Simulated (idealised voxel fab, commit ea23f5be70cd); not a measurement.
Process module under the name voxel self aligned vias
Xsec cut, 260 nm wide, square cell size 5 nm.
How to read a cross-section here: the picture is a grid of square cells, written as bands going from the top down, and any band can span one or more rows of cells. What a band's entry tells you: where the top is and where the bottom is, as heights in nm, and after that what lies inside, material by material from left to right, each with its width in nm. Empty space is written as the word "empty", and a single material marked with the word "throughout" occupies the band from edge to edge. Heights are expressed relative to 0, this being the level below which the as-received wafer comprises one material exclusively. The lowest band is unbounded in the downward direction and is denoted as in "0 -> down". Width "30->40": first value at the band's top row of cells, second value at its bottom row, equal change from row to row. Where the words "nothing got changed" appear for a step, the cross-section shows no cell changed by that step; every cell remained as before. "Closed void list" specifies each empty space that is not open to the top and that occupies no fewer than 8 cells, using the form width x height at distance, the distance measured from the left edge and all three quantities in nm. Heads up: the bit after the settings on a step's line is the simulator's remark on that step. overlay nm: on a step with a mask, how far right of its planned place the mask lay; negative means left.

# The following list gives the planned process steps
| 1 | op RECEIVE | material Si |
| 2 | op CONFORMAL_DEP | material SiO2 | thk nm 10 |
| 3 | op CONFORMAL_DEP | material SiCN | thk nm 5 |
| 4 | op DIRECTIONAL_DEP | material lowk | thk nm 30 |
| 5 | op MASKED_ETCH | tone open | mask id LINES | width nm 25 | pitch nm 60 | etch materials lowk | depth nm 30 | overlay nm 0 |
| 6 | op CONFORMAL_DEP | material TiN | thk nm 5 |
| 7 | op FILL_DEP | material Ru | thk nm 10 |
| 8 | op CMP | height nm 45 |
| 9 | op SELECTIVE_ETCH | etch materials W Ru TiN | depth nm 5 |
| 10 | op FILL_DEP | material SiN | thk nm 5 |
| 11 | op CMP | height nm 45 |
| 12 | op DIRECTIONAL_DEP | material lowk | thk nm 15 |
| 13 | op PATTERN | tone open | mask id VIAS | material resist | width nm 35 | pitch nm 60 | thk nm 15 | overlay nm 0 |
| 14 | op DIRECTIONAL_ETCH | etch materials lowk | depth nm 15 |
| 15 | op DIRECTIONAL_ETCH | etch materials SiN | depth nm 5 |
| 16 | op STRIP | etch materials resist |
| 17 | op CONFORMAL_DEP | material TiN | thk nm 5 |
| 18 | op FILL_DEP | material Cu | thk nm 10 |
| 19 | op CMP | height nm 60 |
| 20 | op CONFORMAL_DEP | material SiCN | thk nm 5 |

# As received (post step 1): cross-section
    0 -> down = Si throughout
    Closed void list: none

# Starting wafer: above. Plan: above. Run: one mistake. Cross-section after the module: below
    65 -> 60 = SiCN throughout
    60 -> 45 = lowk (50), then TiN (5), then Cu (25), then TiN (5), then lowk (25), then TiN (5), then Cu (25), then TiN (5), then lowk (25), then TiN (5), then Cu (25), then TiN (5), then lowk (55)
    45 -> 40 = SiN (50), then TiN (35), then SiN (25), then TiN (35), then SiN (25), then TiN (35), then SiN (55)
    40 -> 35 = lowk (55), then SiN (25), then lowk (35), then SiN (25), then lowk (35), then SiN (25), then lowk (60)
    35 -> 20 = lowk (55), then TiN (5), then Ru (15), then TiN (5), then lowk (35), then TiN (5), then Ru (15), then TiN (5), then lowk (35), then TiN (5), then Ru (15), then TiN (5), then lowk (60)
    20 -> 15 = lowk (55), then TiN (25), then lowk (35), then TiN (25), then lowk (35), then TiN (25), then lowk (60)
    15 -> 10 = SiCN throughout
    10 -> 0 = SiO2 throughout
    0 -> down = Si throughout
    Closed void list: none
Nonconformance to the process plan: it should be noted that step 8 was executed with settings other than those planned, the operation and settings actually applied being op CMP | height nm 40
